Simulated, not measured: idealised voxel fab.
This section sets out a process module, namely voxel trench capacitor.
140 nm wide, 5 nm square cells: that's cross-section cut.
Square cells in a grid make up a cross-section in this document, and the grid is given as bands, listed from the top down, each one or more rows of cells. Heights first: top, then bottom, in nm. Then materials, left to right, each with a width in nm. "all across" on a single material: fills the band edge to edge. "air": empty space. Measure heights from 0. That's the level where, below it, the as-received wafer is all one material. The lowest band is bottomless and extends downward; write it as in "from 0 down". Think of "30..40" as a width that walks from the first number to the second as you go down the band, top row to bottom row, taking equal-sized steps from row to row. Reading "remained unchanged" for a step: not a cell of the cross-section changed in it. What "Fully sealed cavities" gives you is every empty space of 8 cells or more that is cut off from the top. Each appears as width x height at distance, with the distance taken from the left edge and width, height and distance all in nm. Past the settings on a step's line: simulator remark, on that step. overlay nm: mask offset rightward from planned place, masked step; negative means leftward offset.
## Process steps - plan
1: op RECEIVE | material Si
2: op CONFORMAL_DEP | material SiN | thk nm 10
3: op DIRECTIONAL_DEP | material aC | thk nm 10
4: op PATTERN | tone open | mask id TRENCH | material resist | width nm 15 | pitch nm 35 | thk nm 25 | overlay nm 0
5: op DIRECTIONAL_ETCH | etch materials aC | depth nm 10
6: op STRIP | etch materials resist
7: op DIRECTIONAL_ETCH | etch materials SiN | depth nm 10
8: op DIRECTIONAL_ETCH | etch materials Si | depth nm 25
9: op STRIP | etch materials aC
10: op CONFORMAL_DEP | material SiO2 | thk nm 5
11: op FILL_DEP | material polySi | thk nm 10
12: op CMP | height nm 10
## Concerning the first of two wafers, which was run in accordance with the plan
## As-received wafer cross-section (after step 1)
> from 0 down = Si all across
> Fully sealed cavities: none
## after step 2
> from 10 to 0 = SiN all across
> Anything lower than 0 is untouched.
## after step 3
> from 20 to 10 = aC all across
> Anything lower than 10 is untouched.
## after step 4
> from 45 to 20 = resist=25  air=15  resist=20  air=15  resist=20  air=15  resist=30
> Anything lower than 20 is untouched.
## after step 5
> from 35 to 20 = resist=25  air=15  resist=20  air=15  resist=20  air=15  resist=30
> from 20 to 10 = aC=25  air=15  aC=20  air=15  aC=20  air=15  aC=30
> Anything lower than 10 is untouched.
## after step 6
> from 20 to 10 = aC=25  air=15  aC=20  air=15  aC=20  air=15  aC=30
> Anything lower than 10 is untouched.
## after step 7
> from 20 to 10 = aC=25  air=15  aC=20  air=15  aC=20  air=15  aC=30
> from 10 to 0 = SiN=25  air=15  SiN=20  air=15  SiN=20  air=15  SiN=30
> Anything lower than 0 is untouched.
## after step 8
> from 20 to 10 = aC=25  air=15  aC=20  air=15  aC=20  air=15  aC=30
> from 10 to 0 = SiN=25  air=15  SiN=20  air=15  SiN=20  air=15  SiN=30
> from 0 to -25 = Si=25  air=15  Si=20  air=15  Si=20  air=15  Si=30
> Anything lower than -25 is untouched.
## after step 9
> from 10 to 0 = SiN=25  air=15  SiN=20  air=15  SiN=20  air=15  SiN=30
> Anything lower than 0 is untouched.
## after step 10
> from 15 to 10 = SiO2=30  air=5  SiO2=30  air=5  SiO2=30  air=5  SiO2=35
> from 10 to 0 = SiN=25  SiO2=5  air=5  SiO2=5  SiN=20  SiO2=5  air=5  SiO2=5  SiN=20  SiO2=5  air=5  SiO2=5  SiN=30
> from 0 to -20 = Si=25  SiO2=5  air=5  SiO2=5  Si=20  SiO2=5  air=5  SiO2=5  Si=20  SiO2=5  air=5  SiO2=5  Si=30
> from -20 to -25 = Si=25  SiO2=15  Si=20  SiO2=15  Si=20  SiO2=15  Si=30
> Anything lower than -25 is untouched.
## after step 11
> from 25 to 15 = polySi all across
> from 15 to 10 = SiO2=30  polySi=5  SiO2=30  polySi=5  SiO2=30  polySi=5  SiO2=35
> from 10 to 0 = SiN=25  SiO2=5  polySi=5  SiO2=5  SiN=20  SiO2=5  polySi=5  SiO2=5  SiN=20  SiO2=5  polySi=5  SiO2=5  SiN=30
> from 0 to -20 = Si=25  SiO2=5  polySi=5  SiO2=5  Si=20  SiO2=5  polySi=5  SiO2=5  Si=20  SiO2=5  polySi=5  SiO2=5  Si=30
> Anything lower than -20 is untouched.
## after step 12
> from 10 to 0 = SiN=25  SiO2=5  polySi=5  SiO2=5  SiN=20  SiO2=5  polySi=5  SiO2=5  SiN=20  SiO2=5  polySi=5  SiO2=5  SiN=30
> Anything lower than 0 is untouched.
## Here the second wafer is described. Its start and its plan were those of the first wafer. Its run contained one mistake. Up to and including step 5, it did exactly what the first wafer did
## Look at the second wafer in cross-section at the time step 6 ought to have finished
> from 35 to 20 = resist=25  air=15  resist=20  air=15  resist=20  air=15  resist=30
> from 20 to 10 = aC=25  air=15  aC=20  air=15  aC=20  air=15  aC=30
> from 10 to 0 = SiN=25  air=15  SiN=20  air=15  SiN=20  air=15  SiN=30
> Anything lower than 0 is untouched.
## Look at the second wafer in cross-section at the time step 7 ought to have finished
> from 20 to 10 = aC=25  air=15  aC=20  air=15  aC=20  air=15  aC=30
> Anything lower than 10 is untouched.
## Look at the second wafer in cross-section at the time step 8 ought to have finished
> from 20 to 10 = aC=25  air=15  aC=20  air=15  aC=20  air=15  aC=30
> from 10 to 0 = SiN=25  air=15  SiN=20  air=15  SiN=20  air=15  SiN=30
> from 0 to -25 = Si=25  air=15  Si=20  air=15  Si=20  air=15  Si=30
> Anything lower than -25 is untouched.
## Look at the second wafer in cross-section at the time step 9 ought to have finished
> from 10 to 0 = SiN=25  air=15  SiN=20  air=15  SiN=20  air=15  SiN=30
> Anything lower than 0 is untouched.
## Look at the second wafer in cross-section at the time step 10 ought to have finished
> from 15 to 10 = SiO2=30  air=5  SiO2=30  air=5  SiO2=30  air=5  SiO2=35
> from 10 to 0 = SiN=25  SiO2=5  air=5  SiO2=5  SiN=20  SiO2=5  air=5  SiO2=5  SiN=20  SiO2=5  air=5  SiO2=5  SiN=30
> from 0 to -20 = Si=25  SiO2=5  air=5  SiO2=5  Si=20  SiO2=5  air=5  SiO2=5  Si=20  SiO2=5  air=5  SiO2=5  Si=30
> from -20 to -25 = Si=25  SiO2=15  Si=20  SiO2=15  Si=20  SiO2=15  Si=30
> Anything lower than -25 is untouched.
## Look at the second wafer in cross-section at the time step 11 ought to have finished
> from 25 to 15 = polySi all across
> from 15 to 10 = SiO2=30  polySi=5  SiO2=30  polySi=5  SiO2=30  polySi=5  SiO2=35
> from 10 to 0 = SiN=25  SiO2=5  polySi=5  SiO2=5  SiN=20  SiO2=5  polySi=5  SiO2=5  SiN=20  SiO2=5  polySi=5  SiO2=5  SiN=30
> from 0 to -20 = Si=25  SiO2=5  polySi=5  SiO2=5  Si=20  SiO2=5  polySi=5  SiO2=5  Si=20  SiO2=5  polySi=5  SiO2=5  Si=30
> Anything lower than -20 is untouched.
## Look at the second wafer in cross-section at the time step 12 ought to have finished
> from 10 to 0 = SiN=25  SiO2=5  polySi=5  SiO2=5  SiN=20  SiO2=5  polySi=5  SiO2=5  SiN=20  SiO2=5  polySi=5  SiO2=5  SiN=30
> Anything lower than 0 is untouched.
Deviation from plan: a sequencing error occurred in which plan steps 6 and 7 were transposed
Outcome: the two wafer cross-sections end up identical, and the model's computation is unaffected by the mistake.
